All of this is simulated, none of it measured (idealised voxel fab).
process module | voxel wiring stack
cross-section cut | 275 nm wide | cells 5 nm
A cross-section is a grid of square cells, given in bands from the top down. A band is one or more rows of cells.
Each band's line starts with the height of the band's top and of its bottom, in nm. Then come its materials from left to right, each with its width in nm. One material with "throughout" fills the band from edge to edge. "air" is empty space.
Height 0 is the level under which the wafer as received is all one material. The lowest band goes on downwards, as in "0 down".
A width such as "30 to 40" changes by the same amount from each row of cells to the next, from the band's top row to its bottom row.
"no change" after a step means that no cell of the cross-section changed.
closed voids: empty space of 8 cells or more with no open way to the top, each as width x height at its distance from the left edge, in nm
after a step's settings: what the simulator itself notes on the step
overlay nm, on a step with a mask: how far to the right of its planned place the mask lay; to the left if negative
Each pair below shows a cross-section before one step and the cross-section after it, down to the lowest band that changed. The line under each pair gives the step between them, with its settings. The pairs can come from different runs of this module on the same starting wafer, so a pair continues from the pair above only where its "before" says so.
before
  85 to 80: SiCN throughout
  80 to 75: SiCN 60 | Ru 35 | SiCN 5 | Ru 35 | SiCN 5 | Ru 35 | SiCN 5 | Ru 35 | SiCN 60
  75 to 60: SiO2 65 | TiN 5 | Cu 15 | TiN 5 | SiO2 15 | TiN 5 | Cu 15 | TiN 5 | SiO2 15 | TiN 5 | Cu 15 | TiN 5 | SiO2 15 | TiN 5 | Cu 15 | TiN 5 | SiO2 65
  60 to 55: SiN 65 | TiN 25 | SiN 15 | TiN 25 | SiN 15 | TiN 25 | SiN 15 | TiN 25 | SiN 65
  55 to 40: lowk 65 | Ru 15 | lowk 25 | Ru 15 | lowk 25 | Ru 15 | lowk 25 | Ru 15 | lowk 75
  40 to 35: SiCN 65 | Ru 15 | SiCN 25 | Ru 15 | SiCN 25 | Ru 15 | SiCN 25 | Ru 15 | SiCN 75
  35 to 20: lowk 65 | Ru 25 | lowk 15 | Ru 25 | lowk 15 | Ru 25 | lowk 15 | Ru 25 | lowk 65
  20 to 15: lowk 65 | TiN 25 | lowk 15 | TiN 25 | lowk 15 | TiN 25 | lowk 15 | TiN 25 | lowk 65
  15 to 0: SiO2 throughout
  0 down: Si throughout
  closed voids: none
after
  120 to 85: Ru throughout
  below 85: unchanged
  closed voids: none
the step between: op DIRECTIONAL_DEP | material Ru | thk nm 35
before: the cross-section after the pair above
after
  130 to 120: aC throughout
  below 120: unchanged
  closed voids: none
the step between: op DIRECTIONAL_DEP | material aC | thk nm 10
before: the cross-section after the pair above
after
  160 to 130: resist 65 | air 15 | resist 65 | air 15 | resist 115
  below 130: unchanged
  closed voids: none
the step between: op PATTERN | tone open | mask id METAL_3_HOLES | material resist | width nm 15 | pitch nm 80 | thk nm 30 | overlay nm 0
before: the cross-section after the pair above
after
  150 to 130: resist 65 | air 15 | resist 65 | air 15 | resist 115
  130 to 120: aC 65 | air 15 | aC 65 | air 15 | aC 115
  below 120: unchanged
  closed voids: none
the step between: op DIRECTIONAL_ETCH | etch materials aC | depth nm 10
before: the cross-section after the pair above
after
  130 to 120: aC 65 | air 15 | aC 65 | air 15 | aC 115
  below 120: unchanged
  closed voids: none
the step between: op STRIP | etch materials resist
before: the cross-section after the pair above
after
  120 to 85: Ru throughout
  below 85: unchanged
  closed voids: none
the step between: op STRIP | etch materials aC
before: the cross-section after the pair above
after
  125 to 120: TiN throughout
  below 120: unchanged
  closed voids: none
the step between: op CONFORMAL_DEP | material TiN | thk nm 5
before: the cross-section after the pair above
after
  130 to 125: Cu throughout
  below 125: unchanged
  closed voids: none
the step between: op FILL_DEP | material Cu | thk nm 5
before: the cross-section after the pair above
after
  120 to 85: Ru throughout
  below 85: unchanged
  closed voids: none
the step between: op CMP | height nm 120
before: the cross-section after the pair above
after
  125 to 120: SiN throughout
  below 120: unchanged
  closed voids: none
the step between: op CONFORMAL_DEP | material SiN | thk nm 5
before
  75 to 60: SiO2 throughout
  60 to 55: SiN throughout
  55 to 40: lowk 65 | Ru 15 | lowk 25 | Ru 15 | lowk 25 | Ru 15 | lowk 25 | Ru 15 | lowk 75
  40 to 35: SiCN 65 | Ru 15 | SiCN 25 | Ru 15 | SiCN 25 | Ru 15 | SiCN 25 | Ru 15 | SiCN 75
  35 to 20: lowk 65 | Ru 25 | lowk 15 | Ru 25 | lowk 15 | Ru 25 | lowk 15 | Ru 25 | lowk 65
  20 to 15: lowk 65 | TiN 25 | lowk 15 | TiN 25 | lowk 15 | TiN 25 | lowk 15 | TiN 25 | lowk 65
  15 to 0: SiO2 throughout
  0 down: Si throughout
  closed voids: none
after
  75 to 60: air 65 | SiO2 25 | air 15 | SiO2 25 | air 15 | SiO2 25 | air 15 | SiO2 25 | air 65
  below 60: unchanged
  closed voids: none
the step between: op MASKED_ETCH | tone cover | mask id METAL_2 | width nm 25 | pitch nm 40 | etch materials SiO2 | depth nm 15 | overlay nm 0
before: the cross-section after the pair above
after
  80 to 75: air 60 | TiN 35 | air 5 | TiN 35 | air 5 | TiN 35 | air 5 | TiN 35 | air 60
  75 to 65: air 60 | TiN 5 | SiO2 25 | TiN 5 | air 5 | TiN 5 | SiO2 25 | TiN 5 | air 5 | TiN 5 | SiO2 25 | TiN 5 | air 5 | TiN 5 | SiO2 25 | TiN 5 | air 60
  65 to 60: TiN 65 | SiO2 25 | TiN 15 | SiO2 25 | TiN 15 | SiO2 25 | TiN 15 | SiO2 25 | TiN 65
  below 60: unchanged
  closed voids: none
the step between: op CONFORMAL_DEP | material TiN | thk nm 5
before: the cross-section after the pair above
after
  85 to 80: Cu throughout
  80 to 75: Cu 60 | TiN 35 | Cu 5 | TiN 35 | Cu 5 | TiN 35 | Cu 5 | TiN 35 | Cu 60
  75 to 65: Cu 60 | TiN 5 | SiO2 25 | TiN 5 | Cu 5 | TiN 5 | SiO2 25 | TiN 5 | Cu 5 | TiN 5 | SiO2 25 | TiN 5 | Cu 5 | TiN 5 | SiO2 25 | TiN 5 | Cu 60
  below 65: unchanged
  closed voids: none
the step between: op FILL_DEP | material Cu | thk nm 5
before: the cross-section after the pair above
after
  75 to 65: Cu 60 | TiN 5 | SiO2 25 | TiN 5 | Cu 5 | TiN 5 | SiO2 25 | TiN 5 | Cu 5 | TiN 5 | SiO2 25 | TiN 5 | Cu 5 | TiN 5 | SiO2 25 | TiN 5 | Cu 60
  below 65: unchanged
  closed voids: none
the step between: op CMP | height nm 75
before: the cross-section after the pair above
after
  80 to 75: Ru 70 | air 15 | Ru 25 | air 15 | Ru 25 | air 15 | Ru 25 | air 15 | Ru 70
  below 75: unchanged
  closed voids: none
the step between: op EPI | material Ru | thk nm 5
before: the cross-section after the pair above
after
  85 to 80: SiCN throughout
  80 to 75: Ru 70 | SiCN 15 | Ru 25 | SiCN 15 | Ru 25 | SiCN 15 | Ru 25 | SiCN 15 | Ru 70
  below 75: unchanged
  closed voids: none
the step between: op FILL_DEP | material SiCN | thk nm 5
before: the cross-section after the pair above
after
  120 to 85: SiO2 throughout
  below 85: unchanged
  closed voids: none
the step between: op DIRECTIONAL_DEP | material SiO2 | thk nm 35
before: the cross-section after the pair above
after
  120 to 100: SiO2 65 | air 25 | SiO2 15 | air 25 | SiO2 15 | air 25 | SiO2 15 | air 25 | SiO2 65
  below 100: unchanged
  closed voids: none
the step between: op MASKED_ETCH | tone open | mask id METAL_3 | width nm 25 | pitch nm 40 | etch materials SiO2 | depth nm 20 | overlay nm 0
before: the cross-section after the pair above
after
  130 to 120: aC 65 | air 25 | aC 15 | air 25 | aC 15 | air 25 | aC 15 | air 25 | aC 65
  120 to 110: SiO2 65 | air 25 | SiO2 15 | air 25 | SiO2 15 | air 25 | SiO2 15 | air 25 | SiO2 65
  110 to 100: SiO2 65 | aC 25 | SiO2 15 | aC 25 | SiO2 15 | aC 25 | SiO2 15 | aC 25 | SiO2 65
  below 100: unchanged
  closed voids: none
the step between: op DIRECTIONAL_DEP | material aC | thk nm 10
before: the cross-section after the pair above
after
  160 to 130: resist 65 | air 15 | resist 65 | air 15 | resist 115
  130 to 120: aC 65 | air 15 | resist 10 | aC 15 | resist 25 | aC 15 | air 15 | resist 10 | aC 15 | resist 25 | aC 65
  120 to 110: SiO2 65 | air 15 | resist 10 | SiO2 15 | resist 25 | SiO2 15 | air 15 | resist 10 | SiO2 15 | resist 25 | SiO2 65
  below 110: unchanged
  closed voids: none
the step between: op PATTERN | tone open | mask id METAL_3_HOLES | material resist | width nm 15 | pitch nm 80 | thk nm 30 | overlay nm 0
before: the cross-section after the pair above
after
  150 to 130: resist 65 | air 15 | resist 65 | air 15 | resist 115
  130 to 120: aC 65 | air 15 | resist 10 | aC 15 | resist 25 | aC 15 | air 15 | resist 10 | aC 15 | resist 25 | aC 65
  120 to 110: SiO2 65 | air 15 | resist 10 | SiO2 15 | resist 25 | SiO2 15 | air 15 | resist 10 | SiO2 15 | resist 25 | SiO2 65
  110 to 100: SiO2 65 | air 15 | aC 10 | SiO2 15 | aC 25 | SiO2 15 | air 15 | aC 10 | SiO2 15 | aC 25 | SiO2 65
  below 100: unchanged
  closed voids: none
the step between: op DIRECTIONAL_ETCH | etch materials aC | depth nm 10
before: the cross-section after the pair above
after
  130 to 120: aC 65 | air 25 | aC 15 | air 25 | aC 15 | air 25 | aC 15 | air 25 | aC 65
  120 to 110: SiO2 65 | air 25 | SiO2 15 | air 25 | SiO2 15 | air 25 | SiO2 15 | air 25 | SiO2 65
  below 110: unchanged
  closed voids: none
the step between: op STRIP | etch materials resist
before: the cross-section after the pair above
after
  130 to 120: aC 65 | air 25 | aC 15 | air 25 | aC 15 | air 25 | aC 15 | air 25 | aC 65
  120 to 110: SiO2 65 | air 25 | SiO2 15 | air 25 | SiO2 15 | air 25 | SiO2 15 | air 25 | SiO2 65
  110 to 100: SiO2 65 | air 15 | aC 10 | SiO2 15 | aC 25 | SiO2 15 | air 15 | aC 10 | SiO2 15 | aC 25 | SiO2 65
  100 to 85: SiO2 65 | air 15 | SiO2 65 | air 15 | SiO2 115
  below 85: unchanged
  closed voids: none
the step between: op DIRECTIONAL_ETCH | etch materials SiO2 | depth nm 15
before: the cross-section after the pair above
after
  130 to 120: aC 65 | air 25 | aC 15 | air 25 | aC 15 | air 25 | aC 15 | air 25 | aC 65
  120 to 110: SiO2 65 | air 25 | SiO2 15 | air 25 | SiO2 15 | air 25 | SiO2 15 | air 25 | SiO2 65
  110 to 100: SiO2 65 | air 15 | aC 10 | SiO2 15 | aC 25 | SiO2 15 | air 15 | aC 10 | SiO2 15 | aC 25 | SiO2 65
  100 to 85: SiO2 65 | air 15 | SiO2 65 | air 15 | SiO2 115
  85 to 80: SiCN 65 | air 15 | SiCN 65 | air 15 | SiCN 115
  below 80: unchanged
  closed voids: none
the step between: op DIRECTIONAL_ETCH | etch materials SiCN | depth nm 5
before: the cross-section after the pair above
after
  120 to 100: SiO2 65 | air 25 | SiO2 15 | air 25 | SiO2 15 | air 25 | SiO2 15 | air 25 | SiO2 65
  below 100: unchanged
  closed voids: none
the step between: op STRIP | etch materials aC
before: the cross-section after the pair above
after
  125 to 120: TiN 70 | air 15 | TiN 25 | air 15 | TiN 25 | air 15 | TiN 25 | air 15 | TiN 70
  120 to 105: SiO2 65 | TiN 5 | air 15 | TiN 5 | SiO2 15 | TiN 5 | air 15 | TiN 5 | SiO2 15 | TiN 5 | air 15 | TiN 5 | SiO2 15 | TiN 5 | air 15 | TiN 5 | SiO2 65
  105 to 100: SiO2 65 | TiN 5 | air 5 | TiN 15 | SiO2 15 | TiN 25 | SiO2 15 | TiN 5 | air 5 | TiN 15 | SiO2 15 | TiN 25 | SiO2 65
  100 to 85: SiO2 65 | TiN 5 | air 5 | TiN 5 | SiO2 65 | TiN 5 | air 5 | TiN 5 | SiO2 115
  85 to 80: SiCN 65 | TiN 15 | SiCN 65 | TiN 15 | SiCN 115
  below 80: unchanged
  closed voids: none
the step between: op CONFORMAL_DEP | material TiN | thk nm 5
before: the cross-section after the pair above
after
  130 to 125: Cu throughout
  125 to 120: TiN 70 | Cu 15 | TiN 25 | Cu 15 | TiN 25 | Cu 15 | TiN 25 | Cu 15 | TiN 70
  120 to 105: SiO2 65 | TiN 5 | Cu 15 | TiN 5 | SiO2 15 | TiN 5 | Cu 15 | TiN 5 | SiO2 15 | TiN 5 | Cu 15 | TiN 5 | SiO2 15 | TiN 5 | Cu 15 | TiN 5 | SiO2 65
  105 to 100: SiO2 65 | TiN 5 | Cu 5 | TiN 15 | SiO2 15 | TiN 25 | SiO2 15 | TiN 5 | Cu 5 | TiN 15 | SiO2 15 | TiN 25 | SiO2 65
  100 to 85: SiO2 65 | TiN 5 | Cu 5 | TiN 5 | SiO2 65 | TiN 5 | Cu 5 | TiN 5 | SiO2 115
  below 85: unchanged
  closed voids: none
the step between: op FILL_DEP | material Cu | thk nm 5
before: the cross-section after the pair above
after
  120 to 105: SiO2 65 | TiN 5 | Cu 15 | TiN 5 | SiO2 15 | TiN 5 | Cu 15 | TiN 5 | SiO2 15 | TiN 5 | Cu 15 | TiN 5 | SiO2 15 | TiN 5 | Cu 15 | TiN 5 | SiO2 65
  below 105: unchanged
  closed voids: none
the step between: op CMP | height nm 120
before: the cross-section after the pair above
after
  125 to 120: SiN throughout
  below 120: unchanged
  closed voids: none
the step between: op CONFORMAL_DEP | material SiN | thk nm 5
